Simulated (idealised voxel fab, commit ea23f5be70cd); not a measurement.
You're looking at the process module voxel gate over fins.
Xsec cut, 200 nm wide, square cell size 5 nm.
Bands, listed from the top down, are how a cross-section gets written in this document; the cross-section itself is a grid of square cells, and a band is one or more rows of them. A band entry consists of two parts. The first gives the height of the band's top and the height of its bottom, in nm. The rest lists the band's materials from left to right, each with its width in nm. A single material labelled with the word "throughout" fills the band from edge to edge, and the word "air" marks empty space. Heads up on the height convention: 0 is the point under which the incoming wafer is all one material, and the lowest band has no bottom, it just keeps going down, like "0 nm and below". Per-row width for "30..40": begins at first number (top row of band), ends at second number (bottom row), increment between rows held constant. It should be understood that the words "changes: none", when stated for a given step, signify that the cross-section underwent no change in any of its cells during that step. "Enclosed internal cavities" lists enclosed empty spaces (at least 8 cells, no open path upward to the top), each as width x height at distance from the left edge, in nm. after a step's settings: what the simulator itself notes on the step. What "overlay nm" on a step's line means: if the step has a mask, that mask lay this far to the right of its planned place, or, when the value is negative, to the left.
**Process steps foreseen in the plan**
step 1: RECEIVE,material Si
step 2: CONFORMAL_DEP,material SiN,thk nm 5
step 3: PATTERN,tone cover,mask id FINS,material resist,width nm 15,pitch nm 50,thk nm 15,overlay nm 0
step 4: DIRECTIONAL_ETCH,etch materials SiN,depth nm 5
step 5: DIRECTIONAL_ETCH,etch materials Si,depth nm 30
step 6: STRIP,etch materials resist
step 7: FILL_DEP,material SiO2,thk nm 15
step 8: CMP,height nm 5
step 9: MASKED_ETCH,tone open,mask id RAIL,width nm 15,etch materials SiO2,depth nm 30,overlay nm 0
step 10: CONFORMAL_DEP,material TiN,thk nm 5
step 11: FILL_DEP,material W,thk nm 5
step 12: CMP,height nm 5
step 13: SELECTIVE_ETCH,etch materials W Ru TiN,depth nm 25
step 14: FILL_DEP,material SiO2,thk nm 5
step 15: CMP,height nm 5
step 16: SELECTIVE_ETCH,etch materials SiO2,depth nm 15
step 17: STRIP,etch materials SiN
step 18: CONFORMAL_DEP,material HfO2,thk nm 5
step 19: CONFORMAL_DEP,material TiN,thk nm 5
step 20: FILL_DEP,material W,thk nm 15
step 21: CMP,height nm 20
step 22: CONFORMAL_DEP,material SiN,thk nm 5
**As received (post step 1): cross-section**
  0 nm and below | Si throughout
  Enclosed internal cavities: none
**First of two wafers at the end of the module, shown in cross-section; run carried out as planned**
  25 nm to 20 nm | SiN throughout
  20 nm to 10 nm | W throughout
  10 nm to 5 nm | W 5 nm / TiN 35 nm / W 15 nm / TiN 35 nm / W 15 nm / TiN 35 nm / W 15 nm / TiN 35 nm / W 10 nm
  5 nm to 0 nm | W 5 nm / TiN 5 nm / HfO2 25 nm / TiN 5 nm / W 15 nm / TiN 5 nm / HfO2 25 nm / TiN 5 nm / W 15 nm / TiN 5 nm / HfO2 25 nm / TiN 5 nm / W 15 nm / TiN 5 nm / HfO2 25 nm / TiN 5 nm / W 10 nm
  0 nm to -5 nm | TiN 10 nm / HfO2 5 nm / Si 15 nm / HfO2 5 nm / TiN 25 nm / HfO2 5 nm / Si 15 nm / HfO2 5 nm / TiN 25 nm / HfO2 5 nm / Si 15 nm / HfO2 5 nm / TiN 25 nm / HfO2 5 nm / Si 15 nm / HfO2 5 nm / TiN 15 nm
  -5 nm to -10 nm | HfO2 15 nm / Si 15 nm / HfO2 35 nm / Si 15 nm / HfO2 35 nm / Si 15 nm / HfO2 35 nm / Si 15 nm / HfO2 20 nm
  -10 nm to -20 nm | SiO2 15 nm / Si 15 nm / SiO2 35 nm / Si 15 nm / SiO2 35 nm / Si 15 nm / SiO2 35 nm / Si 15 nm / SiO2 20 nm
  -20 nm to -25 nm | SiO2 15 nm / Si 15 nm / SiO2 10 nm / TiN 15 nm / SiO2 10 nm / Si 15 nm / SiO2 35 nm / Si 15 nm / SiO2 35 nm / Si 15 nm / SiO2 20 nm
  -25 nm to -30 nm | SiO2 15 nm / Si 15 nm / SiO2 35 nm / Si 15 nm / SiO2 35 nm / Si 15 nm / SiO2 35 nm / Si 15 nm / SiO2 20 nm
  -30 nm and below | Si throughout
  Enclosed internal cavities: none
**Cross-section at end of module for the second wafer of two, which matched the first in starting point and plan and differed by one mistake in its processing**
  25 nm to 20 nm | SiN throughout
  20 nm to 10 nm | W throughout
  10 nm to 5 nm | W 5 nm / TiN 35 nm / W 15 nm / TiN 35 nm / W 15 nm / TiN 35 nm / W 15 nm / TiN 35 nm / W 10 nm
  5 nm to 0 nm | W 5 nm / TiN 5 nm / HfO2 25 nm / TiN 5 nm / W 15 nm / TiN 5 nm / HfO2 25 nm / TiN 5 nm / W 15 nm / TiN 5 nm / HfO2 25 nm / TiN 5 nm / W 15 nm / TiN 5 nm / HfO2 25 nm / TiN 5 nm / W 10 nm
  0 nm to -5 nm | TiN 10 nm / HfO2 5 nm / Si 15 nm / HfO2 5 nm / TiN 25 nm / HfO2 5 nm / Si 15 nm / HfO2 5 nm / TiN 25 nm / HfO2 5 nm / Si 15 nm / HfO2 5 nm / TiN 25 nm / HfO2 5 nm / Si 15 nm / HfO2 5 nm / TiN 15 nm
  -5 nm to -10 nm | HfO2 15 nm / Si 15 nm / HfO2 35 nm / Si 15 nm / HfO2 35 nm / Si 15 nm / HfO2 35 nm / Si 15 nm / HfO2 20 nm
  -10 nm to -20 nm | SiO2 15 nm / Si 15 nm / SiO2 35 nm / Si 15 nm / SiO2 35 nm / Si 15 nm / SiO2 35 nm / Si 15 nm / SiO2 20 nm
  -20 nm to -25 nm | SiO2 15 nm / Si 15 nm / SiO2 10 nm / TiN 20 nm / SiO2 5 nm / Si 15 nm / SiO2 35 nm / Si 15 nm / SiO2 35 nm / Si 15 nm / SiO2 20 nm
  -25 nm to -30 nm | SiO2 15 nm / Si 15 nm / SiO2 35 nm / Si 15 nm / SiO2 35 nm / Si 15 nm / SiO2 35 nm / Si 15 nm / SiO2 20 nm
  -30 nm and below | Si throughout
  Enclosed internal cavities: none
Error vs. plan: step 9 was processed under conditions differing from the plan, specifically as MASKED_ETCH,tone open,mask id RAIL,width nm 20,etch materials SiO2,depth nm 30,overlay nm 0
Bottom line after processing is that, in cells, the second wafer is up or down on some materials versus the first: 1 fewer of SiO2 | 1 more of TiN
